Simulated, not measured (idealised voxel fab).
process module | voxel transistor to metal
We display cut, a cross-section 165 nm in width whose square cells are each 5 nm.
Square cells in a grid make up a cross-section in this document, and the grid is given as bands, listed from the top down, each one or more rows of cells.
Quick guide to a band line: top height, bottom height (nm) up front; then every material left to right with its width in nm. Only one material and it's marked "edge to edge"? Then it fills the band edge to edge. And "empty" just means empty space.
Where do heights start? At 0: under that level the wafer as delivered is made of one material only. And the lowest band has no floor; it just carries on downward, as in "z 0 and below".
Think of "30 to 40" as a width that walks from the first number to the second as you go down the band, top row to bottom row, taking equal-sized steps from row to row.
Step note "nothing altered" = no cross-section cell changed.
"Enclosed internal cavities" enumerates empty spaces isolated from the top, with no open way to it, that contain at least 8 cells, giving each as width x height at distance from the left edge, all three in nm.
If you see something after the settings on a step's line, that's the simulator's own remark about that step.
Each step line may optionally specify "overlay nm", which for a step with a mask gives the rightward distance between the mask's planned place and where it lay, a negative value indicating the leftward direction.
Pairs follow: section before one process step, section after it down to the lowest changed band, step with settings underneath. Pairs may come from different runs of this module on the same starting wafer; continuity with the pair above only as stated in the "Status quo ante" entry.
## Status quo ante
    z 40 to 35  empty 65 nm; SiN 5 nm; empty 5 nm; SiCN 15 nm; empty 5 nm; SiN 5 nm; empty 65 nm
    z 35 to 25  empty 65 nm; SiN 5 nm; SiO2 5 nm; SiCN 15 nm; SiO2 5 nm; SiN 5 nm; empty 65 nm
    z 25 to 10  empty 65 nm; SiN 5 nm; SiO2 5 nm; polySi 15 nm; SiO2 5 nm; SiN 5 nm; empty 65 nm
    z 10 to 0  empty 15 nm; pSi 50 nm; SiN 5 nm; SiO2 5 nm; polySi 15 nm; SiO2 5 nm; SiN 5 nm; pSi 50 nm; empty 15 nm
    z 0 to -5  empty 15 nm; pSi 50 nm; SiO2 35 nm; pSi 50 nm; empty 15 nm
    z -5 to -30  SiO2 30 nm; Si 105 nm; SiO2 30 nm
    z -30 and below  Si edge to edge
    Enclosed internal cavities: none
## Section After Processing
    z 40 to 35  empty 65 nm; SiN 5 nm; empty 5 nm; SiCN 15 nm; empty 5 nm; SiN 5 nm; empty 65 nm
    z 35 to 25  empty 65 nm; SiN 5 nm; SiO2 5 nm; SiCN 15 nm; SiO2 5 nm; SiN 5 nm; empty 65 nm
    z 25 to 0  empty 65 nm; SiN 5 nm; SiO2 5 nm; polySi 15 nm; SiO2 5 nm; SiN 5 nm; empty 65 nm
    Below 0, no change.
    Enclosed internal cavities: none
Processing between the before and after sections above: DIRECTIONAL_ETCH (etch materials Si; depth nm 10)
Status quo ante: equal to the after panel directly above.
## Section After Processing
    z 45 to 40  SiO2 edge to edge
    z 40 to 25  SiO2 65 nm; SiN 5 nm; SiO2 5 nm; SiCN 15 nm; SiO2 5 nm; SiN 5 nm; SiO2 65 nm
    z 25 to 0  SiO2 65 nm; SiN 5 nm; SiO2 5 nm; polySi 15 nm; SiO2 5 nm; SiN 5 nm; SiO2 65 nm
    z 0 to -5  SiO2 15 nm; pSi 50 nm; SiO2 35 nm; pSi 50 nm; SiO2 15 nm
    Below -5, no change.
    Enclosed internal cavities: none
Processing between the before and after sections above: FILL_DEP (material SiO2; thk nm 5)
Status quo ante: equal to the after panel directly above.
## Section After Processing
    z 40 to 25  SiO2 65 nm; SiN 5 nm; SiO2 5 nm; SiCN 15 nm; SiO2 5 nm; SiN 5 nm; SiO2 65 nm
    Below 25, no change.
    Enclosed internal cavities: none
Processing between the before and after sections above: CMP (height nm 40)
Status quo ante: equal to the after panel directly above.
## Section After Processing
    z 50 to 40  SiO2 edge to edge
    Below 40, no change.
    Enclosed internal cavities: none
Processing between the before and after sections above: DIRECTIONAL_DEP (material SiO2; thk nm 10)
Status quo ante: equal to the after panel directly above.
## Section After Processing
    z 60 to 50  aC edge to edge
    Below 50, no change.
    Enclosed internal cavities: none
Processing between the before and after sections above: DIRECTIONAL_DEP (material aC; thk nm 10)
Status quo ante: equal to the after panel directly above.
## Section After Processing
    z 85 to 60  resist 40 nm; empty 30 nm; resist 25 nm; empty 30 nm; resist 40 nm
    Below 60, no change.
    Enclosed internal cavities: none
Processing between the before and after sections above: PATTERN (tone open; mask id CONTACT; material resist; width nm 30; pitch nm 55; thk nm 25; overlay nm 0)
Status quo ante: equal to the after panel directly above.
## Section After Processing
    z 75 to 60  resist 40 nm; empty 30 nm; resist 25 nm; empty 30 nm; resist 40 nm
    z 60 to 50  aC 40 nm; empty 30 nm; aC 25 nm; empty 30 nm; aC 40 nm
    Below 50, no change.
    Enclosed internal cavities: none
Processing between the before and after sections above: DIRECTIONAL_ETCH (etch materials aC; depth nm 10)
Status quo ante: equal to the after panel directly above.
## Section After Processing
    z 60 to 50  aC 40 nm; empty 30 nm; aC 25 nm; empty 30 nm; aC 40 nm
    Below 50, no change.
    Enclosed internal cavities: none
Processing between the before and after sections above: STRIP (etch materials resist)
Status quo ante: equal to the after panel directly above.
## Section After Processing
    z 60 to 50  aC 40 nm; empty 30 nm; aC 25 nm; empty 30 nm; aC 40 nm
    z 50 to 40  SiO2 40 nm; empty 30 nm; SiO2 25 nm; empty 30 nm; SiO2 40 nm
    z 40 to 25  SiO2 40 nm; empty 25 nm; SiN 5 nm; SiO2 5 nm; SiCN 15 nm; SiO2 5 nm; SiN 5 nm; empty 25 nm; SiO2 40 nm
    z 25 to 0  SiO2 40 nm; empty 25 nm; SiN 5 nm; SiO2 5 nm; polySi 15 nm; SiO2 5 nm; SiN 5 nm; empty 25 nm; SiO2 40 nm
    Below 0, no change.
    Enclosed internal cavities: none
Processing between the before and after sections above: DIRECTIONAL_ETCH (etch materials SiO2; depth nm 50)
Status quo ante: equal to the after panel directly above.
## Section After Processing
    z 50 to 40  SiO2 40 nm; empty 30 nm; SiO2 25 nm; empty 30 nm; SiO2 40 nm
    Below 40, no change.
    Enclosed internal cavities: none
Processing between the before and after sections above: STRIP (etch materials aC)
Status quo ante: equal to the after panel directly above.
## Section After Processing
    z 55 to 50  TiN 45 nm; empty 20 nm; TiN 35 nm; empty 20 nm; TiN 45 nm
    z 50 to 40  SiO2 40 nm; TiN 5 nm; empty 20 to 15 nm; TiN 5 to 10 nm; SiO2 25 nm; TiN 5 to 10 nm; empty 20 to 15 nm; TiN 5 nm; SiO2 40 nm
    z 40 to 25  SiO2 40 nm; TiN 5 nm; empty 15 nm; TiN 5 nm; SiN 5 nm; SiO2 5 nm; SiCN 15 nm; SiO2 5 nm; SiN 5 nm; TiN 5 nm; empty 15 nm; TiN 5 nm; SiO2 40 nm
    z 25 to 5  SiO2 40 nm; TiN 5 nm; empty 15 nm; TiN 5 nm; SiN 5 nm; SiO2 5 nm; polySi 15 nm; SiO2 5 nm; SiN 5 nm; TiN 5 nm; empty 15 nm; TiN 5 nm; SiO2 40 nm
    z 5 to 0  SiO2 40 nm; TiN 25 nm; SiN 5 nm; SiO2 5 nm; polySi 15 nm; SiO2 5 nm; SiN 5 nm; TiN 25 nm; SiO2 40 nm
    Below 0, no change.
    Enclosed internal cavities: none
Processing between the before and after sections above: CONFORMAL_DEP (material TiN; thk nm 5)
Status quo ante: equal to the after panel directly above.
## Section After Processing
    z 65 to 55  W edge to edge
    z 55 to 50  TiN 45 nm; W 20 nm; TiN 35 nm; W 20 nm; TiN 45 nm
    z 50 to 40  SiO2 40 nm; TiN 5 nm; W 20 to 15 nm; TiN 5 to 10 nm; SiO2 25 nm; TiN 5 to 10 nm; W 20 to 15 nm; TiN 5 nm; SiO2 40 nm
    z 40 to 25  SiO2 40 nm; TiN 5 nm; W 15 nm; TiN 5 nm; SiN 5 nm; SiO2 5 nm; SiCN 15 nm; SiO2 5 nm; SiN 5 nm; TiN 5 nm; W 15 nm; TiN 5 nm; SiO2 40 nm
    z 25 to 5  SiO2 40 nm; TiN 5 nm; W 15 nm; TiN 5 nm; SiN 5 nm; SiO2 5 nm; polySi 15 nm; SiO2 5 nm; SiN 5 nm; TiN 5 nm; W 15 nm; TiN 5 nm; SiO2 40 nm
    Below 5, no change.
    Enclosed internal cavities: none
Processing between the before and after sections above: FILL_DEP (material W; thk nm 10)
Status quo ante: equal to the after panel directly above.
## Section After Processing
    z 50 to 40  SiO2 40 nm; TiN 5 nm; W 20 to 15 nm; TiN 5 to 10 nm; SiO2 25 nm; TiN 5 to 10 nm; W 20 to 15 nm; TiN 5 nm; SiO2 40 nm
    Below 40, no change.
    Enclosed internal cavities: none
Processing between the before and after sections above: CMP (height nm 50)
Status quo ante: equal to the after panel directly above.
## Section After Processing
    z 55 to 50  TiN edge to edge
    Below 50, no change.
    Enclosed internal cavities: none
Processing between the before and after sections above: DIRECTIONAL_DEP (material TiN; thk nm 5)
Status quo ante: equal to the after panel directly above.
## Section After Processing
    z 75 to 55  W edge to edge
    Below 55, no change.
    Enclosed internal cavities: none
Processing between the before and after sections above: DIRECTIONAL_DEP (material W; thk nm 20)
Status quo ante: equal to the after panel directly above.
## Section After Processing
    z 75 to 55  empty 40 nm; W 15 nm; empty 55 nm; W 15 nm; empty 40 nm
    Below 55, no change.
    Enclosed internal cavities: none
Processing between the before and after sections above: MASKED_ETCH (tone cover; mask id METAL_1; width nm 15; pitch nm 70; etch materials W; depth nm 20; overlay nm 0)
Status quo ante: equal to the after panel directly above.
## Section After Processing
    z 75 to 55  empty 40 nm; W 15 nm; empty 55 nm; W 15 nm; empty 40 nm
    z 55 to 50  empty 40 nm; TiN 15 nm; empty 55 nm; TiN 15 nm; empty 40 nm
    Below 50, no change.
    Enclosed internal cavities: none
Processing between the before and after sections above: MASKED_ETCH (tone cover; mask id METAL_1; width nm 15; pitch nm 70; etch materials TiN; depth nm 5; overlay nm 0)
Status quo ante: equal to the after panel directly above.
## Section After Processing
    z 85 to 75  lowk edge to edge
    z 75 to 55  lowk 40 nm; W 15 nm; lowk 55 nm; W 15 nm; lowk 40 nm
    z 55 to 50  lowk 40 nm; TiN 15 nm; lowk 55 nm; TiN 15 nm; lowk 40 nm
    Below 50, no change.
    Enclosed internal cavities: none
Processing between the before and after sections above: FILL_DEP (material lowk; thk nm 10)
Status quo ante: equal to the after panel directly above.
## Section After Processing
    z 75 to 55  lowk 40 nm; W 15 nm; lowk 55 nm; W 15 nm; lowk 40 nm
    Below 55, no change.
    Enclosed internal cavities: none
Processing between the before and after sections above: CMP (height nm 75)
Status quo ante: equal to the after panel directly above.
## Section After Processing
    z 80 to 75  SiCN edge to edge
    Below 75, no change.
    Enclosed internal cavities: none
Processing between the before and after sections above: CONFORMAL_DEP (material SiCN; thk nm 5)
Status quo ante: equal to the after panel directly above.
## Section After Processing
    z 105 to 80  lowk edge to edge
    Below 80, no change.
    Enclosed internal cavities: none
Processing between the before and after sections above: DIRECTIONAL_DEP (material lowk; thk nm 25)
Status quo ante: equal to the after panel directly above.
## Section After Processing
    z 105 to 90  lowk 40 nm; empty 15 nm; lowk 55 nm; empty 15 nm; lowk 40 nm
    Below 90, no change.
    Enclosed internal cavities: none
Processing between the before and after sections above: MASKED_ETCH (tone open; mask id METAL_2; width nm 15; pitch nm 70; etch materials lowk; depth nm 15; overlay nm 0)
Status quo ante: equal to the after panel directly above.
## Section After Processing
    z 105 to 80  lowk 40 nm; empty 15 nm; lowk 55 nm; empty 15 nm; lowk 40 nm
    Below 80, no change.
    Enclosed internal cavities: none
Processing between the before and after sections above: MASKED_ETCH (tone open; mask id METAL_2_HOLES; width nm 15; pitch nm 70; etch materials lowk; depth nm 10; overlay nm 0)
Status quo ante: equal to the after panel directly above.
## Section After Processing
    z 105 to 80  lowk 40 nm; empty 15 nm; lowk 55 nm; empty 15 nm; lowk 40 nm
    z 80 to 75  SiCN 40 nm; empty 15 nm; SiCN 55 nm; empty 15 nm; SiCN 40 nm
    Below 75, no change.
    Enclosed internal cavities: none
Processing between the before and after sections above: MASKED_ETCH (tone open; mask id METAL_2_HOLES; width nm 15; pitch nm 70; etch materials SiCN; depth nm 5; overlay nm 0)
Status quo ante: equal to the after panel directly above.
## Section After Processing
    z 110 to 105  TiN 45 nm; empty 5 nm; TiN 65 nm; empty 5 nm; TiN 45 nm
    z 105 to 80  lowk 40 nm; TiN 5 nm; empty 5 nm; TiN 5 nm; lowk 55 nm; TiN 5 nm; empty 5 nm; TiN 5 nm; lowk 40 nm
    z 80 to 75  SiCN 40 nm; TiN 15 nm; SiCN 55 nm; TiN 15 nm; SiCN 40 nm
    Below 75, no change.
    Enclosed internal cavities: none
Processing between the before and after sections above: CONFORMAL_DEP (material TiN; thk nm 5)
Status quo ante: equal to the after panel directly above.
## Section After Processing
    z 120 to 110  Cu edge to edge
    z 110 to 105  TiN 45 nm; Cu 5 nm; TiN 65 nm; Cu 5 nm; TiN 45 nm
    z 105 to 80  lowk 40 nm; TiN 5 nm; Cu 5 nm; TiN 5 nm; lowk 55 nm; TiN 5 nm; Cu 5 nm; TiN 5 nm; lowk 40 nm
    Below 80, no change.
    Enclosed internal cavities: none
Processing between the before and after sections above: FILL_DEP (material Cu; thk nm 10)
Status quo ante: equal to the after panel directly above.
## Section After Processing
    z 105 to 80  lowk 40 nm; TiN 5 nm; Cu 5 nm; TiN 5 nm; lowk 55 nm; TiN 5 nm; Cu 5 nm; TiN 5 nm; lowk 40 nm
    Below 80, no change.
    Enclosed internal cavities: none
Processing between the before and after sections above: CMP (height nm 105)
Status quo ante: equal to the after panel directly above.
## Section After Processing
    z 110 to 105  SiCN edge to edge
    Below 105, no change.
    Enclosed internal cavities: none
Processing between the before and after sections above: CONFORMAL_DEP (material SiCN; thk nm 5)
## Status quo ante
    z 40 to 35  empty 65 nm; SiN 5 nm; empty 5 nm; SiCN 15 nm; empty 5 nm; SiN 5 nm; empty 65 nm
    z 35 to 25  empty 65 nm; SiN 5 nm; SiO2 5 nm; SiCN 15 nm; SiO2 5 nm; SiN 5 nm; empty 65 nm
    z 25 to 0  empty 65 nm; SiN 5 nm; SiO2 5 nm; polySi 15 nm; SiO2 5 nm; SiN 5 nm; empty 65 nm
    z 0 to -5  empty 65 nm; SiO2 35 nm; empty 65 nm
    z -5 to -15  SiO2 30 nm; empty 35 nm; Si 35 nm; empty 35 nm; SiO2 30 nm
    z -15 to -30  SiO2 30 nm; Si 105 nm; SiO2 30 nm
    z -30 and below  Si edge to edge
    Enclosed internal cavities: none
## Section After Processing
    z 40 to 35  empty 65 nm; SiN 5 nm; empty 5 nm; SiCN 15 nm; empty 5 nm; SiN 5 nm; empty 65 nm
    z 35 to 25  empty 65 nm; SiN 5 nm; SiO2 5 nm; SiCN 15 nm; SiO2 5 nm; SiN 5 nm; empty 65 nm
    z 25 to 5  empty 65 nm; SiN 5 nm; SiO2 5 nm; polySi 15 nm; SiO2 5 nm; SiN 5 nm; empty 65 nm
    z 5 to 0  empty 55 nm; pSi 10 nm; SiN 5 nm; SiO2 5 nm; polySi 15 nm; SiO2 5 nm; SiN 5 nm; pSi 10 nm; empty 55 nm
    z 0 to -5  empty 55 nm; pSi 10 nm; SiO2 35 nm; pSi 10 nm; empty 55 nm
    z -5 to -15  SiO2 30 nm; pSi 35 nm; Si 35 nm; pSi 35 nm; SiO2 30 nm
    Below -15, no change.
    Enclosed internal cavities: none
Processing between the before and after sections above: EPI (material pSi; thk nm 10)
Status quo ante: equal to the after panel directly above.
## Section After Processing
    z 45 to 40  SiO2 edge to edge
    z 40 to 25  SiO2 65 nm; SiN 5 nm; SiO2 5 nm; SiCN 15 nm; SiO2 5 nm; SiN 5 nm; SiO2 65 nm
    z 25 to 5  SiO2 65 nm; SiN 5 nm; SiO2 5 nm; polySi 15 nm; SiO2 5 nm; SiN 5 nm; SiO2 65 nm
    z 5 to 0  SiO2 55 nm; pSi 10 nm; SiN 5 nm; SiO2 5 nm; polySi 15 nm; SiO2 5 nm; SiN 5 nm; pSi 10 nm; SiO2 55 nm
    z 0 to -5  SiO2 55 nm; pSi 10 nm; SiO2 35 nm; pSi 10 nm; SiO2 55 nm
    Below -5, no change.
    Enclosed internal cavities: none
Processing between the before and after sections above: FILL_DEP (material SiO2; thk nm 5)
Status quo ante: equal to the after panel directly above.
## Section After Processing
    z 40 to 25  SiO2 65 nm; SiN 5 nm; SiO2 5 nm; SiCN 15 nm; SiO2 5 nm; SiN 5 nm; SiO2 65 nm
    Below 25, no change.
    Enclosed internal cavities: none
Processing between the before and after sections above: CMP (height nm 40)
Status quo ante: equal to the after panel directly above.
## Section After Processing
    z 50 to 40  SiO2 edge to edge
    Below 40, no change.
    Enclosed internal cavities: none
Processing between the before and after sections above: DIRECTIONAL_DEP (material SiO2; thk nm 10)
Status quo ante: equal to the after panel directly above.
## Section After Processing
    z 60 to 50  aC edge to edge
    Below 50, no change.
    Enclosed internal cavities: none
Processing between the before and after sections above: DIRECTIONAL_DEP (material aC; thk nm 10)
Status quo ante: equal to the after panel directly above.
## Section After Processing
    z 85 to 60  resist 40 nm; empty 30 nm; resist 25 nm; empty 30 nm; resist 40 nm
    Below 60, no change.
    Enclosed internal cavities: none
Processing between the before and after sections above: PATTERN (tone open; mask id CONTACT; material resist; width nm 30; pitch nm 55; thk nm 25; overlay nm 0)
Status quo ante: equal to the after panel directly above.
## Section After Processing
    z 75 to 60  resist 40 nm; empty 30 nm; resist 25 nm; empty 30 nm; resist 40 nm
    z 60 to 50  aC 40 nm; empty 30 nm; aC 25 nm; empty 30 nm; aC 40 nm
    Below 50, no change.
    Enclosed internal cavities: none
Processing between the before and after sections above: DIRECTIONAL_ETCH (etch materials aC; depth nm 10)
Status quo ante: equal to the after panel directly above.
## Section After Processing
    z 60 to 50  aC 40 nm; empty 30 nm; aC 25 nm; empty 30 nm; aC 40 nm
    Below 50, no change.
    Enclosed internal cavities: none
Processing between the before and after sections above: STRIP (etch materials resist)
Status quo ante: equal to the after panel directly above.
## Section After Processing
    z 60 to 50  aC 40 nm; empty 30 nm; aC 25 nm; empty 30 nm; aC 40 nm
    z 50 to 40  SiO2 40 nm; empty 30 nm; SiO2 25 nm; empty 30 nm; SiO2 40 nm
    z 40 to 25  SiO2 40 nm; empty 25 nm; SiN 5 nm; SiO2 5 nm; SiCN 15 nm; SiO2 5 nm; SiN 5 nm; empty 25 nm; SiO2 40 nm
    z 25 to 5  SiO2 40 nm; empty 25 nm; SiN 5 nm; SiO2 5 nm; polySi 15 nm; SiO2 5 nm; SiN 5 nm; empty 25 nm; SiO2 40 nm
    z 5 to 0  SiO2 40 nm; empty 15 nm; pSi 10 nm; SiN 5 nm; SiO2 5 nm; polySi 15 nm; SiO2 5 nm; SiN 5 nm; pSi 10 nm; empty 15 nm; SiO2 40 nm
    Below 0, no change.
    Enclosed internal cavities: none
Processing between the before and after sections above: DIRECTIONAL_ETCH (etch materials SiO2; depth nm 50)
Status quo ante: equal to the after panel directly above.
## Section After Processing
    z 50 to 40  SiO2 40 nm; empty 30 nm; SiO2 25 nm; empty 30 nm; SiO2 40 nm
    Below 40, no change.
    Enclosed internal cavities: none
Processing between the before and after sections above: STRIP (etch materials aC)
Status quo ante: equal to the after panel directly above.
## Section After Processing
    z 55 to 50  TiN 45 nm; empty 20 nm; TiN 35 nm; empty 20 nm; TiN 45 nm
    z 50 to 40  SiO2 40 nm; TiN 5 nm; empty 20 to 15 nm; TiN 5 to 10 nm; SiO2 25 nm; TiN 5 to 10 nm; empty 20 to 15 nm; TiN 5 nm; SiO2 40 nm
    z 40 to 25  SiO2 40 nm; TiN 5 nm; empty 15 nm; TiN 5 nm; SiN 5 nm; SiO2 5 nm; SiCN 15 nm; SiO2 5 nm; SiN 5 nm; TiN 5 nm; empty 15 nm; TiN 5 nm; SiO2 40 nm
    z 25 to 10  SiO2 40 nm; TiN 5 nm; empty 15 nm; TiN 5 nm; SiN 5 nm; SiO2 5 nm; polySi 15 nm; SiO2 5 nm; SiN 5 nm; TiN 5 nm; empty 15 nm; TiN 5 nm; SiO2 40 nm
    z 10 to 5  SiO2 40 nm; TiN 5 nm; empty 5 nm; TiN 15 nm; SiN 5 nm; SiO2 5 nm; polySi 15 nm; SiO2 5 nm; SiN 5 nm; TiN 15 nm; empty 5 nm; TiN 5 nm; SiO2 40 nm
    z 5 to 0  SiO2 40 nm; TiN 15 nm; pSi 10 nm; SiN 5 nm; SiO2 5 nm; polySi 15 nm; SiO2 5 nm; SiN 5 nm; pSi 10 nm; TiN 15 nm; SiO2 40 nm
    Below 0, no change.
    Enclosed internal cavities: none
Processing between the before and after sections above: CONFORMAL_DEP (material TiN; thk nm 5)
Status quo ante: equal to the after panel directly above.
## Section After Processing
    z 65 to 55  W edge to edge
    z 55 to 50  TiN 45 nm; W 20 nm; TiN 35 nm; W 20 nm; TiN 45 nm
    z 50 to 40  SiO2 40 nm; TiN 5 nm; W 20 to 15 nm; TiN 5 to 10 nm; SiO2 25 nm; TiN 5 to 10 nm; W 20 to 15 nm; TiN 5 nm; SiO2 40 nm
    z 40 to 25  SiO2 40 nm; TiN 5 nm; W 15 nm; TiN 5 nm; SiN 5 nm; SiO2 5 nm; SiCN 15 nm; SiO2 5 nm; SiN 5 nm; TiN 5 nm; W 15 nm; TiN 5 nm; SiO2 40 nm
    z 25 to 10  SiO2 40 nm; TiN 5 nm; W 15 nm; TiN 5 nm; SiN 5 nm; SiO2 5 nm; polySi 15 nm; SiO2 5 nm; SiN 5 nm; TiN 5 nm; W 15 nm; TiN 5 nm; SiO2 40 nm
    z 10 to 5  SiO2 40 nm; TiN 5 nm; W 5 nm; TiN 15 nm; SiN 5 nm; SiO2 5 nm; polySi 15 nm; SiO2 5 nm; SiN 5 nm; TiN 15 nm; W 5 nm; TiN 5 nm; SiO2 40 nm
    Below 5, no change.
    Enclosed internal cavities: none
Processing between the before and after sections above: FILL_DEP (material W; thk nm 10)
Status quo ante: equal to the after panel directly above.
## Section After Processing
    z 50 to 40  SiO2 40 nm; TiN 5 nm; W 20 to 15 nm; TiN 5 to 10 nm; SiO2 25 nm; TiN 5 to 10 nm; W 20 to 15 nm; TiN 5 nm; SiO2 40 nm
    Below 40, no change.
    Enclosed internal cavities: none
Processing between the before and after sections above: CMP (height nm 50)
Status quo ante: equal to the after panel directly above.
## Section After Processing
    z 55 to 50  TiN edge to edge
    Below 50, no change.
    Enclosed internal cavities: none
Processing between the before and after sections above: DIRECTIONAL_DEP (material TiN; thk nm 5)
Status quo ante: equal to the after panel directly above.
## Section After Processing
    z 75 to 55  W edge to edge
    Below 55, no change.
    Enclosed internal cavities: none
Processing between the before and after sections above: DIRECTIONAL_DEP (material W; thk nm 20)
Status quo ante: equal to the after panel directly above.
## Section After Processing
    z 75 to 55  empty 40 nm; W 15 nm; empty 55 nm; W 15 nm; empty 40 nm
    Below 55, no change.
    Enclosed internal cavities: none
Processing between the before and after sections above: MASKED_ETCH (tone cover; mask id METAL_1; width nm 15; pitch nm 70; etch materials W; depth nm 20; overlay nm 0)
Status quo ante: equal to the after panel directly above.
## Section After Processing
    z 75 to 55  empty 40 nm; W 15 nm; empty 55 nm; W 15 nm; empty 40 nm
    z 55 to 50  empty 40 nm; TiN 15 nm; empty 55 nm; TiN 15 nm; empty 40 nm
    Below 50, no change.
    Enclosed internal cavities: none
Processing between the before and after sections above: MASKED_ETCH (tone cover; mask id METAL_1; width nm 15; pitch nm 70; etch materials TiN; depth nm 5; overlay nm 0)
Status quo ante: equal to the after panel directly above.
## Section After Processing
    z 85 to 75  lowk edge to edge
    z 75 to 55  lowk 40 nm; W 15 nm; lowk 55 nm; W 15 nm; lowk 40 nm
    z 55 to 50  lowk 40 nm; TiN 15 nm; lowk 55 nm; TiN 15 nm; lowk 40 nm
    Below 50, no change.
    Enclosed internal cavities: none
Processing between the before and after sections above: FILL_DEP (material lowk; thk nm 10)
Status quo ante: equal to the after panel directly above.
## Section After Processing
    z 75 to 55  lowk 40 nm; W 15 nm; lowk 55 nm; W 15 nm; lowk 40 nm
    Below 55, no change.
    Enclosed internal cavities: none
Processing between the before and after sections above: CMP (height nm 75)
Status quo ante: equal to the after panel directly above.
## Section After Processing
    z 80 to 75  SiCN edge to edge
    Below 75, no change.
    Enclosed internal cavities: none
Processing between the before and after sections above: CONFORMAL_DEP (material SiCN; thk nm 5)
Status quo ante: equal to the after panel directly above.
## Section After Processing
    z 105 to 80  lowk edge to edge
    Below 80, no change.
    Enclosed internal cavities: none
Processing between the before and after sections above: DIRECTIONAL_DEP (material lowk; thk nm 25)
Status quo ante: equal to the after panel directly above.
## Section After Processing
    z 105 to 90  lowk 40 nm; empty 15 nm; lowk 55 nm; empty 15 nm; lowk 40 nm
    Below 90, no change.
    Enclosed internal cavities: none
Processing between the before and after sections above: MASKED_ETCH (tone open; mask id METAL_2; width nm 15; pitch nm 70; etch materials lowk; depth nm 15; overlay nm 0)
Status quo ante: equal to the after panel directly above.
## Section After Processing
    z 105 to 80  lowk 40 nm; empty 15 nm; lowk 55 nm; empty 15 nm; lowk 40 nm
    Below 80, no change.
    Enclosed internal cavities: none
Processing between the before and after sections above: MASKED_ETCH (tone open; mask id METAL_2_HOLES; width nm 15; pitch nm 70; etch materials lowk; depth nm 10; overlay nm 0)
Status quo ante: equal to the after panel directly above.
## Section After Processing
    z 105 to 80  lowk 40 nm; empty 15 nm; lowk 55 nm; empty 15 nm; lowk 40 nm
    z 80 to 75  SiCN 40 nm; empty 15 nm; SiCN 55 nm; empty 15 nm; SiCN 40 nm
    Below 75, no change.
    Enclosed internal cavities: none
Processing between the before and after sections above: MASKED_ETCH (tone open; mask id METAL_2_HOLES; width nm 15; pitch nm 70; etch materials SiCN; depth nm 5; overlay nm 0)
Status quo ante: equal to the after panel directly above.
## Section After Processing
    z 110 to 105  TiN 45 nm; empty 5 nm; TiN 65 nm; empty 5 nm; TiN 45 nm
    z 105 to 80  lowk 40 nm; TiN 5 nm; empty 5 nm; TiN 5 nm; lowk 55 nm; TiN 5 nm; empty 5 nm; TiN 5 nm; lowk 40 nm
    z 80 to 75  SiCN 40 nm; TiN 15 nm; SiCN 55 nm; TiN 15 nm; SiCN 40 nm
    Below 75, no change.
    Enclosed internal cavities: none
Processing between the before and after sections above: CONFORMAL_DEP (material TiN; thk nm 5)
Status quo ante: equal to the after panel directly above.
## Section After Processing
    z 120 to 110  Cu edge to edge
    z 110 to 105  TiN 45 nm; Cu 5 nm; TiN 65 nm; Cu 5 nm; TiN 45 nm
    z 105 to 80  lowk 40 nm; TiN 5 nm; Cu 5 nm; TiN 5 nm; lowk 55 nm; TiN 5 nm; Cu 5 nm; TiN 5 nm; lowk 40 nm
    Below 80, no change.
    Enclosed internal cavities: none
Processing between the before and after sections above: FILL_DEP (material Cu; thk nm 10)
Status quo ante: equal to the after panel directly above.
## Section After Processing
    z 105 to 80  lowk 40 nm; TiN 5 nm; Cu 5 nm; TiN 5 nm; lowk 55 nm; TiN 5 nm; Cu 5 nm; TiN 5 nm; lowk 40 nm
    Below 80, no change.
    Enclosed internal cavities: none
Processing between the before and after sections above: CMP (height nm 105)
Status quo ante: equal to the after panel directly above.
## Section After Processing
    z 110 to 105  SiCN edge to edge
    Below 105, no change.
    Enclosed internal cavities: none
Processing between the before and after sections above: CONFORMAL_DEP (material SiCN; thk nm 5)
## Status quo ante
    z 105 to 90  lowk 40 nm; empty 15 nm; lowk 55 nm; empty 15 nm; lowk 40 nm
    z 90 to 80  lowk edge to edge
    z 80 to 75  SiCN edge to edge
    z 75 to 55  lowk 40 nm; W 15 nm; lowk 55 nm; W 15 nm; lowk 40 nm
    z 55 to 50  lowk 40 nm; TiN 15 nm; lowk 55 nm; TiN 15 nm; lowk 40 nm
    z 50 to 40  SiO2 40 nm; TiN 5 nm; W 20 to 15 nm; TiN 5 to 10 nm; SiO2 25 nm; TiN 5 to 10 nm; W 20 to 15 nm; TiN 5 nm; SiO2 40 nm
    z 40 to 25  SiO2 40 nm; TiN 5 nm; W 15 nm; TiN 5 nm; SiN 5 nm; SiO2 5 nm; SiCN 15 nm; SiO2 5 nm; SiN 5 nm; TiN 5 nm; W 15 nm; TiN 5 nm; SiO2 40 nm
    z 25 to 15  SiO2 40 nm; TiN 5 nm; W 15 nm; TiN 5 nm; SiN 5 nm; SiO2 5 nm; polySi 15 nm; SiO2 5 nm; SiN 5 nm; TiN 5 nm; W 15 nm; TiN 5 nm; SiO2 40 nm
    z 15 to 10  SiO2 40 nm; TiN 25 nm; SiN 5 nm; SiO2 5 nm; polySi 15 nm; SiO2 5 nm; SiN 5 nm; TiN 25 nm; SiO2 40 nm
    z 10 to 0  SiO2 40 nm; TiN 10 nm; pSi 15 nm; SiN 5 nm; SiO2 5 nm; polySi 15 nm; SiO2 5 nm; SiN 5 nm; pSi 15 nm; TiN 10 nm; SiO2 40 nm
    z 0 to -5  SiO2 25 nm; pSi 40 nm; SiO2 35 nm; pSi 40 nm; SiO2 25 nm
    z -5 to -15  SiO2 30 nm; pSi 35 nm; Si 35 nm; pSi 35 nm; SiO2 30 nm
    z -15 to -30  SiO2 30 nm; Si 105 nm; SiO2 30 nm
    z -30 and below  Si edge to edge
    Enclosed internal cavities: none
## Section After Processing
    z 105 to 95  lowk 35 nm; empty 25 nm; lowk 45 nm; empty 25 nm; lowk 35 nm
    z 95 to 80  lowk 40 nm; empty 15 nm; lowk 55 nm; empty 15 nm; lowk 40 nm
    Below 80, no change.
    Enclosed internal cavities: none
Processing between the before and after sections above: MASKED_ETCH (tone open; mask id METAL_2_HOLES; width nm 25; pitch nm 70; etch materials lowk; depth nm 10; overlay nm 0)
Status quo ante: equal to the after panel directly above.
## Section After Processing
    z 105 to 95  lowk 35 nm; empty 25 nm; lowk 45 nm; empty 25 nm; lowk 35 nm
    z 95 to 80  lowk 40 nm; empty 15 nm; lowk 55 nm; empty 15 nm; lowk 40 nm
    z 80 to 75  SiCN 40 nm; empty 15 nm; SiCN 55 nm; empty 15 nm; SiCN 40 nm
    Below 75, no change.
    Enclosed internal cavities: none
Processing between the before and after sections above: MASKED_ETCH (tone open; mask id METAL_2_HOLES; width nm 15; pitch nm 70; etch materials SiCN; depth nm 5; overlay nm 0)
